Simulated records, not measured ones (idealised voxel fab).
Presented below is a process module, voxel double patterning.
In the cross-section labelled cut, the width is 255 nm and each square cell is 5 nm.
Cross-section layout: square cells on a grid; listed as bands, top to bottom; a band spans one or more cell rows. Band: top and bottom heights (nm) first, top before bottom; then materials from left to right, widths in nm. "everywhere" marks a sole material filling the band edge to edge. "empty" denotes empty space. Below 0: as-received wafer, all one material; heights counted from there. Lowest band: no bottom, goes on down, written "0 down". The expression "30..40" gives the width at the extremes of the band, the first number at its top row of cells and the second at its bottom row, with the width changing by equal amounts from each row to the next in between. A step reported as "no modification" is a step in which no cell of the cross-section changed. For the entry "Fully enclosed voids", the listed items are empty spaces with no open way to the top whose size is 8 cells or more; each item follows the pattern width x height at distance, where distance is from the left edge and all three are in nm. Post-settings text on a step line: simulator's own remark regarding the step. "overlay nm" denotes, for a step that has a mask, the displacement of the mask to the right of its planned place, with negative values corresponding to the left.

## Process steps foreseen in the plan
1) RECEIVE | material Si
2) CONFORMAL_DEP | material SiN | thk nm 10
3) DIRECTIONAL_DEP | material SiO2 | thk nm 15
4) DIRECTIONAL_DEP | material SiCN | thk nm 5
5) DIRECTIONAL_DEP | material aC | thk nm 10
6) PATTERN | tone open | mask id FIRST | material resist | width nm 15 | pitch nm 50 | thk nm 25 | overlay nm 0
7) DIRECTIONAL_ETCH | etch materials aC | depth nm 10
8) STRIP | etch materials resist
9) DIRECTIONAL_ETCH | etch materials SiCN | depth nm 5
10) STRIP | etch materials aC
11) MASKED_ETCH | tone open | mask id SECOND | width nm 15 | etch materials SiCN | depth nm 5 | overlay nm 0
12) DIRECTIONAL_ETCH | etch materials SiO2 | depth nm 15
13) STRIP | etch materials SiCN

## Cross-section: wafer on arrival = after step 1
    0 down = Si everywhere
    Fully enclosed voids: none

## End-of-module cross-section. Starting structure and process plan as above; one mistake made in running it
    15 to 10 = SiO2 everywhere
    10 to 0 = SiN everywhere
    0 down = Si everywhere
    Fully enclosed voids: none
What went wrong in running the wafer? step 4 did not use the planned setting and instead ran as DIRECTIONAL_DEP | material SiO2 | thk nm 5
